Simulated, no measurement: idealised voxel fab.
Process module in this document: voxel released beams
Displayed cross-section: cut, width of 290 nm, square cells sized 5 nm.
Bands, listed from the top down, are how a cross-section gets written in this document; the cross-section itself is a grid of square cells, and a band is one or more rows of them. It is stipulated that each band's entry specify, in nanometres, the height of the top of the band and then that of its bottom, followed by the materials of the band in left-to-right sequence, each together with its width in nanometres. A single material marked by the word "full width" is understood to fill the band from edge to edge; the word "blank" is understood to denote empty space. Convention: height 0 is the level below which the wafer, as received, is all one material. The lowest band does not terminate at the bottom but continues downward, represented as "from 0 down". You'd read "30..40" like this: the band's top row of cells is as wide as the first number, its bottom row is as wide as the second, and going down, every row changes width by the same amount as the row before did. "nothing was modified" -> step changed no cross-section cell. Empty spaces counting at least 8 cells and having no open way to the top are listed in "Trapped voids". The notation width x height at distance is used for each, the distance being from the left edge and all three values in nm. It should be noted that, on the line of a given step, the content following the step's settings is a remark produced by the simulator itself with respect to that step. "overlay nm", when on a step's line for a step with a mask, measures how far to the right of its planned place the mask lay; a negative measure means to the left.
PROCESS STEPS FORESEEN IN THE PLAN
1,RECEIVE [material Si]
2,CONFORMAL_DEP [material Al2O3] [thk nm 10]
3,DIRECTIONAL_DEP [material SiO2] [thk nm 20]
4,DIRECTIONAL_DEP [material aC] [thk nm 10]
5,PATTERN [tone open] [mask id ANCHOR] [material resist] [width nm 40] [thk nm 30] [overlay nm 0]
6,DIRECTIONAL_ETCH [etch materials aC] [depth nm 10]
7,STRIP [etch materials resist]
8,DIRECTIONAL_ETCH [etch materials SiO2] [depth nm 20]
9,STRIP [etch materials aC]
10,CONFORMAL_DEP [material SiN] [thk nm 15]
11,PATTERN [tone cover] [mask id BEAM] [material resist] [width nm 115] [thk nm 15] [overlay nm 0]
12,DIRECTIONAL_ETCH [etch materials SiN] [depth nm 15]
13,STRIP [etch materials resist]
14,STRIP [etch materials SiO2]
FIRST OUT OF TWO WAFERS; RUN WENT TO PLAN
CROSS-SECTION OF THE WAFER AT RECEIPT, WHICH IS THE CONDITION AFTER STEP 1
	from 0 down | Si full width
	Trapped voids: none
UPON COMPLETION OF STEP 2, THE WAFER APPEARS IN CROSS-SECTION AS SHOWN
	from 10 to 0 | Al2O3 full width
	Below 0, the layers are the same as they were.
UPON COMPLETION OF STEP 3, THE WAFER APPEARS IN CROSS-SECTION AS SHOWN
	from 30 to 10 | SiO2 full width
	Below 10, the layers are the same as they were.
UPON COMPLETION OF STEP 4, THE WAFER APPEARS IN CROSS-SECTION AS SHOWN
	from 40 to 30 | aC full width
	Below 30, the layers are the same as they were.
UPON COMPLETION OF STEP 5, THE WAFER APPEARS IN CROSS-SECTION AS SHOWN
	from 70 to 40 | 90 nm resist / 40 nm blank / 160 nm resist
	Below 40, the layers are the same as they were.
UPON COMPLETION OF STEP 6, THE WAFER APPEARS IN CROSS-SECTION AS SHOWN
	from 60 to 40 | 90 nm resist / 40 nm blank / 160 nm resist
	from 40 to 30 | 90 nm aC / 40 nm blank / 160 nm aC
	Below 30, the layers are the same as they were.
UPON COMPLETION OF STEP 7, THE WAFER APPEARS IN CROSS-SECTION AS SHOWN
	from 40 to 30 | 90 nm aC / 40 nm blank / 160 nm aC
	Below 30, the layers are the same as they were.
UPON COMPLETION OF STEP 8, THE WAFER APPEARS IN CROSS-SECTION AS SHOWN
	from 40 to 30 | 90 nm aC / 40 nm blank / 160 nm aC
	from 30 to 10 | 90 nm SiO2 / 40 nm blank / 160 nm SiO2
	Below 10, the layers are the same as they were.
UPON COMPLETION OF STEP 9, THE WAFER APPEARS IN CROSS-SECTION AS SHOWN
	from 30 to 10 | 90 nm SiO2 / 40 nm blank / 160 nm SiO2
	Below 10, the layers are the same as they were.
UPON COMPLETION OF STEP 10, THE WAFER APPEARS IN CROSS-SECTION AS SHOWN
	from 45 to 30 | 105 nm SiN / 10 nm blank / 175 nm SiN
	from 30 to 25 | 90 nm SiO2 / 15 nm SiN / 10 nm blank / 15 nm SiN / 160 nm SiO2
	from 25 to 10 | 90 nm SiO2 / 40 nm SiN / 160 nm SiO2
	Below 10, the layers are the same as they were.
UPON COMPLETION OF STEP 11, THE WAFER APPEARS IN CROSS-SECTION AS SHOWN
	from 60 to 45 | 85 nm blank / 115 nm resist / 90 nm blank
	from 45 to 30 | 105 nm SiN / 10 nm resist / 175 nm SiN
	from 30 to 25 | 90 nm SiO2 / 15 nm SiN / 10 nm resist / 15 nm SiN / 160 nm SiO2
	Below 25, the layers are the same as they were.
UPON COMPLETION OF STEP 12, THE WAFER APPEARS IN CROSS-SECTION AS SHOWN
	from 60 to 45 | 85 nm blank / 115 nm resist / 90 nm blank
	from 45 to 30 | 85 nm blank / 20 nm SiN / 10 nm resist / 85 nm SiN / 90 nm blank
	Below 30, the layers are the same as they were.
UPON COMPLETION OF STEP 13, THE WAFER APPEARS IN CROSS-SECTION AS SHOWN
	from 45 to 30 | 85 nm blank / 20 nm SiN / 10 nm blank / 85 nm SiN / 90 nm blank
	from 30 to 25 | 90 nm SiO2 / 15 nm SiN / 10 nm blank / 15 nm SiN / 160 nm SiO2
	Below 25, the layers are the same as they were.
UPON COMPLETION OF STEP 14, THE WAFER APPEARS IN CROSS-SECTION AS SHOWN
	from 45 to 30 | 85 nm blank / 20 nm SiN / 10 nm blank / 85 nm SiN / 90 nm blank
	from 30 to 25 | 90 nm blank / 15 nm SiN / 10 nm blank / 15 nm SiN / 160 nm blank
	from 25 to 10 | 90 nm blank / 40 nm SiN / 160 nm blank
	Below 10, the layers are the same as they were.
IT IS TO BE NOTED THAT THE SECOND WAFER PROCEEDED FROM THE SAME INITIAL STATE AND ACCORDING TO THE SAME PLAN AS THE FIRST, ALTHOUGH ONE MISTAKE WAS COMMITTED IN ITS EXECUTION; THROUGH STEP 1, INCLUSIVE, THE TWO WAFERS SHARE AN IDENTICAL HISTORY
AT THE PLANNED END OF STEP 2, THE SECOND WAFER IN CROSS-SECTION
	from 20 to 0 | SiO2 full width
	Below 0, the layers are the same as they were.
AT THE PLANNED END OF STEP 3, THE SECOND WAFER IN CROSS-SECTION
	from 30 to 20 | Al2O3 full width
	Below 20, the layers are the same as they were.
AT THE PLANNED END OF STEP 4, THE SECOND WAFER IN CROSS-SECTION
	from 40 to 30 | aC full width
	Below 30, the layers are the same as they were.
AT THE PLANNED END OF STEP 5, THE SECOND WAFER IN CROSS-SECTION
	from 70 to 40 | 90 nm resist / 40 nm blank / 160 nm resist
	Below 40, the layers are the same as they were.
AT THE PLANNED END OF STEP 6, THE SECOND WAFER IN CROSS-SECTION
	from 60 to 40 | 90 nm resist / 40 nm blank / 160 nm resist
	from 40 to 30 | 90 nm aC / 40 nm blank / 160 nm aC
	Below 30, the layers are the same as they were.
AT THE PLANNED END OF STEP 7, THE SECOND WAFER IN CROSS-SECTION
	from 40 to 30 | 90 nm aC / 40 nm blank / 160 nm aC
	Below 30, the layers are the same as they were.
At the planned end of step 8, the second wafer in cross-section: nothing was modified
AT THE PLANNED END OF STEP 9, THE SECOND WAFER IN CROSS-SECTION
	from 30 to 20 | Al2O3 full width
	Below 20, the layers are the same as they were.
AT THE PLANNED END OF STEP 10, THE SECOND WAFER IN CROSS-SECTION
	from 45 to 30 | SiN full width
	Below 30, the layers are the same as they were.
AT THE PLANNED END OF STEP 11, THE SECOND WAFER IN CROSS-SECTION
	from 60 to 45 | 85 nm blank / 115 nm resist / 90 nm blank
	Below 45, the layers are the same as they were.
AT THE PLANNED END OF STEP 12, THE SECOND WAFER IN CROSS-SECTION
	from 60 to 45 | 85 nm blank / 115 nm resist / 90 nm blank
	from 45 to 30 | 85 nm blank / 115 nm SiN / 90 nm blank
	Below 30, the layers are the same as they were.
AT THE PLANNED END OF STEP 13, THE SECOND WAFER IN CROSS-SECTION
	from 45 to 30 | 85 nm blank / 115 nm SiN / 90 nm blank
	Below 30, the layers are the same as they were.
At the planned end of step 14, the second wafer in cross-section: nothing was modified
In executing the process, a mistake was made relative to the plan: order of steps 2 and 3 inverted relative to the plan
Heads up, by the end the second wafer has more or fewer cells of some materials compared to the first: -24 SiN; +232 SiO2
